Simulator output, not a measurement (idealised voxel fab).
process module | voxel wiring stack
The figure presents cross-section cut, which has a width of 165 nm and is divided into square cells with an edge length of 5 nm.
Cross-section spec: square-cell grid; bands listed top down; each band is one or more rows. For a band, the entry starts with two heights in nm, that of the top and then that of the bottom, and carries on with the band's materials in order from left to right, each alongside its width in nm; the word "all across" beside a single material means it fills the band edge to edge, and "blank" means empty space. Heads up on the height convention: 0 is the point under which the incoming wafer is all one material, and the lowest band has no bottom, it just keeps going down, like "0..down". The notation "30 to 40" denotes a width that varies across the rows of cells in the band, beginning at the first number in the top row, finishing at the second number in the bottom row, and changing by an identical amount from each row to the next. For the purposes of this document, the phrase "no alterations made" attached to a step denotes that no cell within the cross-section was modified by that step. "Trapped voids" enumerates empty spaces isolated from the top, with no open way to it, that contain at least 8 cells, giving each as width x height at distance from the left edge, all three in nm. Text after the settings on a step's line: the simulator's own remark on that step. Each step line may optionally specify "overlay nm", which for a step with a mask gives the rightward distance between the mask's planned place and where it lay, a negative value indicating the leftward direction.
[Planned process steps]
step 1: RECEIVE | material Si
step 2: CONFORMAL_DEP | material SiO2 | thk nm 15
step 3: DIRECTIONAL_DEP | material TiN | thk nm 5
step 4: DIRECTIONAL_DEP | material W | thk nm 20
step 5: DIRECTIONAL_DEP | material aC | thk nm 10
step 6: PATTERN | tone cover | mask id METAL_1 | material resist | width nm 30 | pitch nm 45 | thk nm 30 | overlay nm 0
step 7: DIRECTIONAL_ETCH | etch materials aC | depth nm 10
step 8: STRIP | etch materials resist
step 9: DIRECTIONAL_ETCH | etch materials W | depth nm 20
step 10: DIRECTIONAL_ETCH | etch materials TiN | depth nm 5
step 11: STRIP | etch materials aC
step 12: CONFORMAL_DEP | material SiN | thk nm 5
step 13: FILL_DEP | material lowk | thk nm 5
step 14: CMP | height nm 40
step 15: CONFORMAL_DEP | material SiCN | thk nm 5
step 16: DIRECTIONAL_DEP | material SiO2 | thk nm 20
step 17: DIRECTIONAL_DEP | material aC | thk nm 10
step 18: PATTERN | tone open | mask id PLUG_1 | material resist | width nm 15 | pitch nm 90 | thk nm 25 | overlay nm 0
step 19: DIRECTIONAL_ETCH | etch materials aC | depth nm 10
step 20: STRIP | etch materials resist
step 21: DIRECTIONAL_ETCH | etch materials SiO2 | depth nm 20
step 22: DIRECTIONAL_ETCH | etch materials SiCN | depth nm 5
step 23: STRIP | etch materials aC
step 24: EPI | material Ru | thk nm 10
step 25: EPI | material Ru | thk nm 10
step 26: EPI | material Ru | thk nm 5
step 27: DIRECTIONAL_DEP | material TiN | thk nm 5
step 28: DIRECTIONAL_DEP | material W | thk nm 25
step 29: DIRECTIONAL_DEP | material aC | thk nm 10
step 30: PATTERN | tone cover | mask id METAL_2 | material resist | width nm 30 | pitch nm 45 | thk nm 30 | overlay nm 0
step 31: DIRECTIONAL_ETCH | etch materials aC | depth nm 10
step 32: STRIP | etch materials resist
step 33: DIRECTIONAL_ETCH | etch materials W | depth nm 25
step 34: DIRECTIONAL_ETCH | etch materials TiN | depth nm 5
step 35: STRIP | etch materials aC
step 36: CONFORMAL_DEP | material SiN | thk nm 5
step 37: FILL_DEP | material lowk | thk nm 5
step 38: CMP | height nm 95
step 39: CONFORMAL_DEP | material SiCN | thk nm 5
step 40: DIRECTIONAL_DEP | material lowk | thk nm 10
step 41: MASKED_ETCH | tone open | mask id PLUG_2 | width nm 15 | pitch nm 90 | etch materials lowk | depth nm 10 | overlay nm 0
step 42: MASKED_ETCH | tone open | mask id PLUG_2 | width nm 15 | pitch nm 90 | etch materials SiCN | depth nm 5 | overlay nm 0
step 43: EPI | material Ru | thk nm 10
step 44: EPI | material Ru | thk nm 5
step 45: DIRECTIONAL_DEP | material TiN | thk nm 5
step 46: DIRECTIONAL_DEP | material W | thk nm 15
step 47: MASKED_ETCH | tone cover | mask id METAL_3 | width nm 30 | pitch nm 45 | etch materials W | depth nm 15 | overlay nm 0
step 48: MASKED_ETCH | tone cover | mask id METAL_3 | width nm 30 | pitch nm 45 | etch materials TiN | depth nm 5 | overlay nm 0
step 49: FILL_DEP | material SiO2 | thk nm 10
step 50: CMP | height nm 130
step 51: CONFORMAL_DEP | material SiCN | thk nm 5
step 52: DIRECTIONAL_DEP | material lowk | thk nm 10
step 53: PATTERN | tone open | mask id PLUG_3 | material resist | width nm 15 | pitch nm 45 | thk nm 20 | overlay nm 0
step 54: DIRECTIONAL_ETCH | etch materials lowk | depth nm 10
step 55: DIRECTIONAL_ETCH | etch materials SiCN | depth nm 5
step 56: STRIP | etch materials resist
step 57: CONFORMAL_DEP | material TiN | thk nm 5
step 58: FILL_DEP | material Cu | thk nm 5
step 59: CMP | height nm 145
step 60: DIRECTIONAL_DEP | material TiN | thk nm 5
step 61: DIRECTIONAL_DEP | material W | thk nm 20
step 62: MASKED_ETCH | tone cover | mask id METAL_4 | width nm 30 | pitch nm 45 | etch materials W | depth nm 20 | overlay nm 0
step 63: MASKED_ETCH | tone cover | mask id METAL_4 | width nm 30 | pitch nm 45 | etch materials TiN | depth nm 5 | overlay nm 0
step 64: CONFORMAL_DEP | material SiCN | thk nm 5
step 65: FILL_DEP | material SiO2 | thk nm 10
step 66: CMP | height nm 170
step 67: CONFORMAL_DEP | material SiCN | thk nm 5
[First wafer of two (run as planned)]
[The cross-section here shows the wafer as received, i.e. in its state after step 1]
- 0..down: Si all across
- Trapped voids: none
[After step 2, in cross-section]
- 15..0: SiO2 all across
- Under the height 0 nothing was changed.
[After step 3, in cross-section]
- 20..15: TiN all across
- Under the height 15 nothing was changed.
[After step 4, in cross-section]
- 40..20: W all across
- Under the height 20 nothing was changed.
[After step 5, in cross-section]
- 50..40: aC all across
- Under the height 40 nothing was changed.
[After step 6, in cross-section]
- 80..50: blank (20), then resist (30), then blank (15), then resist (30), then blank (15), then resist (30), then blank (25)
- Under the height 50 nothing was changed.
[After step 7, in cross-section]
- 70..50: blank (20), then resist (30), then blank (15), then resist (30), then blank (15), then resist (30), then blank (25)
- 50..40: blank (20), then aC (30), then blank (15), then aC (30), then blank (15), then aC (30), then blank (25)
- Under the height 40 nothing was changed.
[After step 8, in cross-section]
- 50..40: blank (20), then aC (30), then blank (15), then aC (30), then blank (15), then aC (30), then blank (25)
- Under the height 40 nothing was changed.
[After step 9, in cross-section]
- 50..40: blank (20), then aC (30), then blank (15), then aC (30), then blank (15), then aC (30), then blank (25)
- 40..20: blank (20), then W (30), then blank (15), then W (30), then blank (15), then W (30), then blank (25)
- Under the height 20 nothing was changed.
[After step 10, in cross-section]
- 50..40: blank (20), then aC (30), then blank (15), then aC (30), then blank (15), then aC (30), then blank (25)
- 40..20: blank (20), then W (30), then blank (15), then W (30), then blank (15), then W (30), then blank (25)
- 20..15: blank (20), then TiN (30), then blank (15), then TiN (30), then blank (15), then TiN (30), then blank (25)
- Under the height 15 nothing was changed.
[After step 11, in cross-section]
- 40..20: blank (20), then W (30), then blank (15), then W (30), then blank (15), then W (30), then blank (25)
- Under the height 20 nothing was changed.
[After step 12, in cross-section]
- 45..40: blank (15), then SiN (40), then blank (5), then SiN (40), then blank (5), then SiN (40), then blank (20)
- 40..20: blank (15), then SiN (5), then W (30), then SiN (5), then blank (5), then SiN (5), then W (30), then SiN (5), then blank (5), then SiN (5), then W (30), then SiN (5), then blank (20)
- 20..15: SiN (20), then TiN (30), then SiN (15), then TiN (30), then SiN (15), then TiN (30), then SiN (25)
- Under the height 15 nothing was changed.
[After step 13, in cross-section]
- 50..45: lowk all across
- 45..40: lowk (15), then SiN (40), then lowk (5), then SiN (40), then lowk (5), then SiN (40), then lowk (20)
- 40..20: lowk (15), then SiN (5), then W (30), then SiN (5), then lowk (5), then SiN (5), then W (30), then SiN (5), then lowk (5), then SiN (5), then W (30), then SiN (5), then lowk (20)
- Under the height 20 nothing was changed.
[After step 14, in cross-section]
- 40..20: lowk (15), then SiN (5), then W (30), then SiN (5), then lowk (5), then SiN (5), then W (30), then SiN (5), then lowk (5), then SiN (5), then W (30), then SiN (5), then lowk (20)
- Under the height 20 nothing was changed.
[After step 15, in cross-section]
- 45..40: SiCN all across
- Under the height 40 nothing was changed.
[After step 16, in cross-section]
- 65..45: SiO2 all across
- Under the height 45 nothing was changed.
[After step 17, in cross-section]
- 75..65: aC all across
- Under the height 65 nothing was changed.
[After step 18, in cross-section]
- 100..75: resist (20), then blank (15), then resist (75), then blank (15), then resist (40)
- Under the height 75 nothing was changed.
[After step 19, in cross-section]
- 90..75: resist (20), then blank (15), then resist (75), then blank (15), then resist (40)
- 75..65: aC (20), then blank (15), then aC (75), then blank (15), then aC (40)
- Under the height 65 nothing was changed.
[After step 20, in cross-section]
- 75..65: aC (20), then blank (15), then aC (75), then blank (15), then aC (40)
- Under the height 65 nothing was changed.
[After step 21, in cross-section]
- 75..65: aC (20), then blank (15), then aC (75), then blank (15), then aC (40)
- 65..45: SiO2 (20), then blank (15), then SiO2 (75), then blank (15), then SiO2 (40)
- Under the height 45 nothing was changed.
[After step 22, in cross-section]
- 75..65: aC (20), then blank (15), then aC (75), then blank (15), then aC (40)
- 65..45: SiO2 (20), then blank (15), then SiO2 (75), then blank (15), then SiO2 (40)
- 45..40: SiCN (20), then blank (15), then SiCN (75), then blank (15), then SiCN (40)
- Under the height 40 nothing was changed.
[After step 23, in cross-section]
- 65..45: SiO2 (20), then blank (15), then SiO2 (75), then blank (15), then SiO2 (40)
- Under the height 45 nothing was changed.
[After step 24, in cross-section]
- 65..50: SiO2 (20), then blank (15), then SiO2 (75), then blank (15), then SiO2 (40)
- 50..45: SiO2 (20), then Ru (15), then SiO2 (75), then Ru (15), then SiO2 (40)
- 45..40: SiCN (20), then Ru (15), then SiCN (75), then Ru (15), then SiCN (40)
- Under the height 40 nothing was changed.
[After step 25, in cross-section]
- 65..60: SiO2 (20), then blank (15), then SiO2 (75), then blank (15), then SiO2 (40)
- 60..45: SiO2 (20), then Ru (15), then SiO2 (75), then Ru (15), then SiO2 (40)
- Under the height 45 nothing was changed.
[After step 26, in cross-section]
- 65..45: SiO2 (20), then Ru (15), then SiO2 (75), then Ru (15), then SiO2 (40)
- Under the height 45 nothing was changed.
[After step 27, in cross-section]
- 70..65: TiN all across
- Under the height 65 nothing was changed.
[After step 28, in cross-section]
- 95..70: W all across
- Under the height 70 nothing was changed.
[After step 29, in cross-section]
- 105..95: aC all across
- Under the height 95 nothing was changed.
[After step 30, in cross-section]
- 135..105: blank (20), then resist (30), then blank (15), then resist (30), then blank (15), then resist (30), then blank (25)
- Under the height 105 nothing was changed.
[After step 31, in cross-section]
- 125..105: blank (20), then resist (30), then blank (15), then resist (30), then blank (15), then resist (30), then blank (25)
- 105..95: blank (20), then aC (30), then blank (15), then aC (30), then blank (15), then aC (30), then blank (25)
- Under the height 95 nothing was changed.
[After step 32, in cross-section]
- 105..95: blank (20), then aC (30), then blank (15), then aC (30), then blank (15), then aC (30), then blank (25)
- Under the height 95 nothing was changed.
[After step 33, in cross-section]
- 105..95: blank (20), then aC (30), then blank (15), then aC (30), then blank (15), then aC (30), then blank (25)
- 95..70: blank (20), then W (30), then blank (15), then W (30), then blank (15), then W (30), then blank (25)
- Under the height 70 nothing was changed.
[After step 34, in cross-section]
- 105..95: blank (20), then aC (30), then blank (15), then aC (30), then blank (15), then aC (30), then blank (25)
- 95..70: blank (20), then W (30), then blank (15), then W (30), then blank (15), then W (30), then blank (25)
- 70..65: blank (20), then TiN (30), then blank (15), then TiN (30), then blank (15), then TiN (30), then blank (25)
- Under the height 65 nothing was changed.
[After step 35, in cross-section]
- 95..70: blank (20), then W (30), then blank (15), then W (30), then blank (15), then W (30), then blank (25)
- Under the height 70 nothing was changed.
[After step 36, in cross-section]
- 100..95: blank (15), then SiN (40), then blank (5), then SiN (40), then blank (5), then SiN (40), then blank (20)
- 95..70: blank (15), then SiN (5), then W (30), then SiN (5), then blank (5), then SiN (5), then W (30), then SiN (5), then blank (5), then SiN (5), then W (30), then SiN (5), then blank (20)
- 70..65: SiN (20), then TiN (30), then SiN (15), then TiN (30), then SiN (15), then TiN (30), then SiN (25)
- Under the height 65 nothing was changed.
[After step 37, in cross-section]
- 105..100: lowk all across
- 100..95: lowk (15), then SiN (40), then lowk (5), then SiN (40), then lowk (5), then SiN (40), then lowk (20)
- 95..70: lowk (15), then SiN (5), then W (30), then SiN (5), then lowk (5), then SiN (5), then W (30), then SiN (5), then lowk (5), then SiN (5), then W (30), then SiN (5), then lowk (20)
- Under the height 70 nothing was changed.
[After step 38, in cross-section]
- 95..70: lowk (15), then SiN (5), then W (30), then SiN (5), then lowk (5), then SiN (5), then W (30), then SiN (5), then lowk (5), then SiN (5), then W (30), then SiN (5), then lowk (20)
- Under the height 70 nothing was changed.
[After step 39, in cross-section]
- 100..95: SiCN all across
- Under the height 95 nothing was changed.
[After step 40, in cross-section]
- 110..100: lowk all across
- Under the height 100 nothing was changed.
[After step 41, in cross-section]
- 110..100: lowk (20), then blank (15), then lowk (75), then blank (15), then lowk (40)
- Under the height 100 nothing was changed.
[After step 42, in cross-section]
- 110..100: lowk (20), then blank (15), then lowk (75), then blank (15), then lowk (40)
- 100..95: SiCN (20), then blank (15), then SiCN (75), then blank (15), then SiCN (40)
- Under the height 95 nothing was changed.
[After step 43, in cross-section]
- 110..105: lowk (20), then blank (15), then lowk (75), then blank (15), then lowk (40)
- 105..100: lowk (20), then Ru (15), then lowk (75), then Ru (15), then lowk (40)
- 100..95: SiCN (20), then Ru (15), then SiCN (75), then Ru (15), then SiCN (40)
- Under the height 95 nothing was changed.
[After step 44, in cross-section]
- 110..100: lowk (20), then Ru (15), then lowk (75), then Ru (15), then lowk (40)
- Under the height 100 nothing was changed.
[After step 45, in cross-section]
- 115..110: TiN all across
- Under the height 110 nothing was changed.
[After step 46, in cross-section]
- 130..115: W all across
- Under the height 115 nothing was changed.
[After step 47, in cross-section]
- 130..115: blank (20), then W (30), then blank (15), then W (30), then blank (15), then W (30), then blank (25)
- Under the height 115 nothing was changed.
[After step 48, in cross-section]
- 130..115: blank (20), then W (30), then blank (15), then W (30), then blank (15), then W (30), then blank (25)
- 115..110: blank (20), then TiN (30), then blank (15), then TiN (30), then blank (15), then TiN (30), then blank (25)
- Under the height 110 nothing was changed.
[After step 49, in cross-section]
- 140..130: SiO2 all across
- 130..115: SiO2 (20), then W (30), then SiO2 (15), then W (30), then SiO2 (15), then W (30), then SiO2 (25)
- 115..110: SiO2 (20), then TiN (30), then SiO2 (15), then TiN (30), then SiO2 (15), then TiN (30), then SiO2 (25)
- Under the height 110 nothing was changed.
[After step 50, in cross-section]
- 130..115: SiO2 (20), then W (30), then SiO2 (15), then W (30), then SiO2 (15), then W (30), then SiO2 (25)
- Under the height 115 nothing was changed.
[After step 51, in cross-section]
- 135..130: SiCN all across
- Under the height 130 nothing was changed.
[After step 52, in cross-section]
- 145..135: lowk all across
- Under the height 135 nothing was changed.
[After step 53, in cross-section]
- 165..145: resist (20), then blank (15), then resist (30), then blank (15), then resist (30), then blank (15), then resist (40)
- Under the height 145 nothing was changed.
[After step 54, in cross-section]
- 165..145: resist (20), then blank (15), then resist (30), then blank (15), then resist (30), then blank (15), then resist (40)
- 145..135: lowk (20), then blank (15), then lowk (30), then blank (15), then lowk (30), then blank (15), then lowk (40)
- Under the height 135 nothing was changed.
[After step 55, in cross-section]
- 165..145: resist (20), then blank (15), then resist (30), then blank (15), then resist (30), then blank (15), then resist (40)
- 145..135: lowk (20), then blank (15), then lowk (30), then blank (15), then lowk (30), then blank (15), then lowk (40)
- 135..130: SiCN (20), then blank (15), then SiCN (30), then blank (15), then SiCN (30), then blank (15), then SiCN (40)
- Under the height 130 nothing was changed.
[After step 56, in cross-section]
- 145..135: lowk (20), then blank (15), then lowk (30), then blank (15), then lowk (30), then blank (15), then lowk (40)
- Under the height 135 nothing was changed.
[After step 57, in cross-section]
- 150..145: TiN (25), then blank (5), then TiN (40), then blank (5), then TiN (40), then blank (5), then TiN (45)
- 145..135: lowk (20), then TiN (5), then blank (5), then TiN (5), then lowk (30), then TiN (5), then blank (5), then TiN (5), then lowk (30), then TiN (5), then blank (5), then TiN (5), then lowk (40)
- 135..130: SiCN (20), then TiN (15), then SiCN (30), then TiN (15), then SiCN (30), then TiN (15), then SiCN (40)
- Under the height 130 nothing was changed.
[After step 58, in cross-section]
- 155..150: Cu all across
- 150..145: TiN (25), then Cu (5), then TiN (40), then Cu (5), then TiN (40), then Cu (5), then TiN (45)
- 145..135: lowk (20), then TiN (5), then Cu (5), then TiN (5), then lowk (30), then TiN (5), then Cu (5), then TiN (5), then lowk (30), then TiN (5), then Cu (5), then TiN (5), then lowk (40)
- Under the height 135 nothing was changed.
[After step 59, in cross-section]
- 145..135: lowk (20), then TiN (5), then Cu (5), then TiN (5), then lowk (30), then TiN (5), then Cu (5), then TiN (5), then lowk (30), then TiN (5), then Cu (5), then TiN (5), then lowk (40)
- Under the height 135 nothing was changed.
[After step 60, in cross-section]
- 150..145: TiN all across
- Under the height 145 nothing was changed.
[After step 61, in cross-section]
- 170..150: W all across
- Under the height 150 nothing was changed.
[After step 62, in cross-section]
- 170..150: blank (20), then W (30), then blank (15), then W (30), then blank (15), then W (30), then blank (25)
- Under the height 150 nothing was changed.
[After step 63, in cross-section]
- 170..150: blank (20), then W (30), then blank (15), then W (30), then blank (15), then W (30), then blank (25)
- 150..145: blank (20), then TiN (30), then blank (15), then TiN (30), then blank (15), then TiN (30), then blank (25)
- Under the height 145 nothing was changed.
[After step 64, in cross-section]
- 175..170: blank (15), then SiCN (40), then blank (5), then SiCN (40), then blank (5), then SiCN (40), then blank (20)
- 170..150: blank (15), then SiCN (5), then W (30), then SiCN (5), then blank (5), then SiCN (5), then W (30), then SiCN (5), then blank (5), then SiCN (5), then W (30), then SiCN (5), then blank (20)
- 150..145: SiCN (20), then TiN (30), then SiCN (15), then TiN (30), then SiCN (15), then TiN (30), then SiCN (25)
- Under the height 145 nothing was changed.
[After step 65, in cross-section]
- 185..175: SiO2 all across
- 175..170: SiO2 (15), then SiCN (40), then SiO2 (5), then SiCN (40), then SiO2 (5), then SiCN (40), then SiO2 (20)
- 170..150: SiO2 (15), then SiCN (5), then W (30), then SiCN (5), then SiO2 (5), then SiCN (5), then W (30), then SiCN (5), then SiO2 (5), then SiCN (5), then W (30), then SiCN (5), then SiO2 (20)
- Under the height 150 nothing was changed.
[After step 66, in cross-section]
- 170..150: SiO2 (15), then SiCN (5), then W (30), then SiCN (5), then SiO2 (5), then SiCN (5), then W (30), then SiCN (5), then SiO2 (5), then SiCN (5), then W (30), then SiCN (5), then SiO2 (20)
- Under the height 150 nothing was changed.
[After step 67, in cross-section]
- 175..170: SiCN all across
- Under the height 170 nothing was changed.
[What follows concerns the second wafer, which started out like the first and was meant to follow the very same plan; one mistake crept in when it was run, but everything up to and including step 29 is the same as for the first wafer]
[Cross-section of the second wafer at the time step 30 of the plan should have ended]
- 135..105: blank (25), then resist (20), then blank (25), then resist (20), then blank (25), then resist (20), then blank (30)
- Under the height 105 nothing was changed.
[Cross-section of the second wafer at the time step 31 of the plan should have ended]
- 125..105: blank (25), then resist (20), then blank (25), then resist (20), then blank (25), then resist (20), then blank (30)
- 105..95: blank (25), then aC (20), then blank (25), then aC (20), then blank (25), then aC (20), then blank (30)
- Under the height 95 nothing was changed.
[Cross-section of the second wafer at the time step 32 of the plan should have ended]
- 105..95: blank (25), then aC (20), then blank (25), then aC (20), then blank (25), then aC (20), then blank (30)
- Under the height 95 nothing was changed.
[Cross-section of the second wafer at the time step 33 of the plan should have ended]
- 105..95: blank (25), then aC (20), then blank (25), then aC (20), then blank (25), then aC (20), then blank (30)
- 95..70: blank (25), then W (20), then blank (25), then W (20), then blank (25), then W (20), then blank (30)
- Under the height 70 nothing was changed.
[Cross-section of the second wafer at the time step 34 of the plan should have ended]
- 105..95: blank (25), then aC (20), then blank (25), then aC (20), then blank (25), then aC (20), then blank (30)
- 95..70: blank (25), then W (20), then blank (25), then W (20), then blank (25), then W (20), then blank (30)
- 70..65: blank (25), then TiN (20), then blank (25), then TiN (20), then blank (25), then TiN (20), then blank (30)
- Under the height 65 nothing was changed.
[Cross-section of the second wafer at the time step 35 of the plan should have ended]
- 95..70: blank (25), then W (20), then blank (25), then W (20), then blank (25), then W (20), then blank (30)
- Under the height 70 nothing was changed.
[Cross-section of the second wafer at the time step 36 of the plan should have ended]
- 100..95: blank (20), then SiN (30), then blank (15), then SiN (30), then blank (15), then SiN (30), then blank (25)
- 95..70: blank (20), then SiN (5), then W (20), then SiN (5), then blank (15), then SiN (5), then W (20), then SiN (5), then blank (15), then SiN (5), then W (20), then SiN (5), then blank (25)
- 70..65: SiN (25), then TiN (20), then SiN (25), then TiN (20), then SiN (25), then TiN (20), then SiN (30)
- Under the height 65 nothing was changed.
[Cross-section of the second wafer at the time step 37 of the plan should have ended]
- 105..100: lowk all across
- 100..95: lowk (20), then SiN (30), then lowk (15), then SiN (30), then lowk (15), then SiN (30), then lowk (25)
- 95..70: lowk (20), then SiN (5), then W (20), then SiN (5), then lowk (15), then SiN (5), then W (20), then SiN (5), then lowk (15), then SiN (5), then W (20), then SiN (5), then lowk (25)
- Under the height 70 nothing was changed.
[Cross-section of the second wafer at the time step 38 of the plan should have ended]
- 95..70: lowk (20), then SiN (5), then W (20), then SiN (5), then lowk (15), then SiN (5), then W (20), then SiN (5), then lowk (15), then SiN (5), then W (20), then SiN (5), then lowk (25)
- Under the height 70 nothing was changed.
[Cross-section of the second wafer at the time step 39 of the plan should have ended]
- 100..95: SiCN all across
- Under the height 95 nothing was changed.
[Cross-section of the second wafer at the time step 40 of the plan should have ended]
- 110..100: lowk all across
- Under the height 100 nothing was changed.
[Cross-section of the second wafer at the time step 41 of the plan should have ended]
- 110..100: lowk (20), then blank (15), then lowk (75), then blank (15), then lowk (40)
- Under the height 100 nothing was changed.
[Cross-section of the second wafer at the time step 42 of the plan should have ended]
- 110..100: lowk (20), then blank (15), then lowk (75), then blank (15), then lowk (40)
- 100..95: SiCN (20), then blank (15), then SiCN (75), then blank (15), then SiCN (40)
- Under the height 95 nothing was changed.
[Cross-section of the second wafer at the time step 43 of the plan should have ended]
- 110..105: lowk (20), then blank (15), then lowk (75), then blank (15), then lowk (40)
- 105..100: lowk (20), then Ru (15), then lowk (75), then Ru (15), then lowk (40)
- 100..95: SiCN (20), then Ru (15), then SiCN (75), then Ru (15), then SiCN (40)
- Under the height 95 nothing was changed.
[Cross-section of the second wafer at the time step 44 of the plan should have ended]
- 110..100: lowk (20), then Ru (15), then lowk (75), then Ru (15), then lowk (40)
- Under the height 100 nothing was changed.
[Cross-section of the second wafer at the time step 45 of the plan should have ended]
- 115..110: TiN all across
- Under the height 110 nothing was changed.
[Cross-section of the second wafer at the time step 46 of the plan should have ended]
- 130..115: W all across
- Under the height 115 nothing was changed.
[Cross-section of the second wafer at the time step 47 of the plan should have ended]
- 130..115: blank (20), then W (30), then blank (15), then W (30), then blank (15), then W (30), then blank (25)
- Under the height 115 nothing was changed.
[Cross-section of the second wafer at the time step 48 of the plan should have ended]
- 130..115: blank (20), then W (30), then blank (15), then W (30), then blank (15), then W (30), then blank (25)
- 115..110: blank (20), then TiN (30), then blank (15), then TiN (30), then blank (15), then TiN (30), then blank (25)
- Under the height 110 nothing was changed.
[Cross-section of the second wafer at the time step 49 of the plan should have ended]
- 140..130: SiO2 all across
- 130..115: SiO2 (20), then W (30), then SiO2 (15), then W (30), then SiO2 (15), then W (30), then SiO2 (25)
- 115..110: SiO2 (20), then TiN (30), then SiO2 (15), then TiN (30), then SiO2 (15), then TiN (30), then SiO2 (25)
- Under the height 110 nothing was changed.
[Cross-section of the second wafer at the time step 50 of the plan should have ended]
- 130..115: SiO2 (20), then W (30), then SiO2 (15), then W (30), then SiO2 (15), then W (30), then SiO2 (25)
- Under the height 115 nothing was changed.
[Cross-section of the second wafer at the time step 51 of the plan should have ended]
- 135..130: SiCN all across
- Under the height 130 nothing was changed.
[Cross-section of the second wafer at the time step 52 of the plan should have ended]
- 145..135: lowk all across
- Under the height 135 nothing was changed.
[Cross-section of the second wafer at the time step 53 of the plan should have ended]
- 165..145: resist (20), then blank (15), then resist (30), then blank (15), then resist (30), then blank (15), then resist (40)
- Under the height 145 nothing was changed.
[Cross-section of the second wafer at the time step 54 of the plan should have ended]
- 165..145: resist (20), then blank (15), then resist (30), then blank (15), then resist (30), then blank (15), then resist (40)
- 145..135: lowk (20), then blank (15), then lowk (30), then blank (15), then lowk (30), then blank (15), then lowk (40)
- Under the height 135 nothing was changed.
[Cross-section of the second wafer at the time step 55 of the plan should have ended]
- 165..145: resist (20), then blank (15), then resist (30), then blank (15), then resist (30), then blank (15), then resist (40)
- 145..135: lowk (20), then blank (15), then lowk (30), then blank (15), then lowk (30), then blank (15), then lowk (40)
- 135..130: SiCN (20), then blank (15), then SiCN (30), then blank (15), then SiCN (30), then blank (15), then SiCN (40)
- Under the height 130 nothing was changed.
[Cross-section of the second wafer at the time step 56 of the plan should have ended]
- 145..135: lowk (20), then blank (15), then lowk (30), then blank (15), then lowk (30), then blank (15), then lowk (40)
- Under the height 135 nothing was changed.
[Cross-section of the second wafer at the time step 57 of the plan should have ended]
- 150..145: TiN (25), then blank (5), then TiN (40), then blank (5), then TiN (40), then blank (5), then TiN (45)
- 145..135: lowk (20), then TiN (5), then blank (5), then TiN (5), then lowk (30), then TiN (5), then blank (5), then TiN (5), then lowk (30), then TiN (5), then blank (5), then TiN (5), then lowk (40)
- 135..130: SiCN (20), then TiN (15), then SiCN (30), then TiN (15), then SiCN (30), then TiN (15), then SiCN (40)
- Under the height 130 nothing was changed.
[Cross-section of the second wafer at the time step 58 of the plan should have ended]
- 155..150: Cu all across
- 150..145: TiN (25), then Cu (5), then TiN (40), then Cu (5), then TiN (40), then Cu (5), then TiN (45)
- 145..135: lowk (20), then TiN (5), then Cu (5), then TiN (5), then lowk (30), then TiN (5), then Cu (5), then TiN (5), then lowk (30), then TiN (5), then Cu (5), then TiN (5), then lowk (40)
- Under the height 135 nothing was changed.
[Cross-section of the second wafer at the time step 59 of the plan should have ended]
- 145..135: lowk (20), then TiN (5), then Cu (5), then TiN (5), then lowk (30), then TiN (5), then Cu (5), then TiN (5), then lowk (30), then TiN (5), then Cu (5), then TiN (5), then lowk (40)
- Under the height 135 nothing was changed.
[Cross-section of the second wafer at the time step 60 of the plan should have ended]
- 150..145: TiN all across
- Under the height 145 nothing was changed.
[Cross-section of the second wafer at the time step 61 of the plan should have ended]
- 170..150: W all across
- Under the height 150 nothing was changed.
[Cross-section of the second wafer at the time step 62 of the plan should have ended]
- 170..150: blank (20), then W (30), then blank (15), then W (30), then blank (15), then W (30), then blank (25)
- Under the height 150 nothing was changed.
[Cross-section of the second wafer at the time step 63 of the plan should have ended]
- 170..150: blank (20), then W (30), then blank (15), then W (30), then blank (15), then W (30), then blank (25)
- 150..145: blank (20), then TiN (30), then blank (15), then TiN (30), then blank (15), then TiN (30), then blank (25)
- Under the height 145 nothing was changed.
[Cross-section of the second wafer at the time step 64 of the plan should have ended]
- 175..170: blank (15), then SiCN (40), then blank (5), then SiCN (40), then blank (5), then SiCN (40), then blank (20)
- 170..150: blank (15), then SiCN (5), then W (30), then SiCN (5), then blank (5), then SiCN (5), then W (30), then SiCN (5), then blank (5), then SiCN (5), then W (30), then SiCN (5), then blank (20)
- 150..145: SiCN (20), then TiN (30), then SiCN (15), then TiN (30), then SiCN (15), then TiN (30), then SiCN (25)
- Under the height 145 nothing was changed.
[Cross-section of the second wafer at the time step 65 of the plan should have ended]
- 185..175: SiO2 all across
- 175..170: SiO2 (15), then SiCN (40), then SiO2 (5), then SiCN (40), then SiO2 (5), then SiCN (40), then SiO2 (20)
- 170..150: SiO2 (15), then SiCN (5), then W (30), then SiCN (5), then SiO2 (5), then SiCN (5), then W (30), then SiCN (5), then SiO2 (5), then SiCN (5), then W (30), then SiCN (5), then SiO2 (20)
- Under the height 150 nothing was changed.
[Cross-section of the second wafer at the time step 66 of the plan should have ended]
- 170..150: SiO2 (15), then SiCN (5), then W (30), then SiCN (5), then SiO2 (5), then SiCN (5), then W (30), then SiCN (5), then SiO2 (5), then SiCN (5), then W (30), then SiCN (5), then SiO2 (20)
- Under the height 150 nothing was changed.
[Cross-section of the second wafer at the time step 67 of the plan should have ended]
- 175..170: SiCN all across
- Under the height 170 nothing was changed.
The plan and the run diverged here: it should be noted that step 30 was executed with settings other than those planned, the operation and settings actually applied being PATTERN | tone cover | mask id METAL_2 | material resist | width nm 20 | pitch nm 45 | thk nm 30 | overlay nm 0
Materials where the second wafer ends with more or fewer cells than the first: +6 SiN | -6 TiN | -30 W | +30 lowk
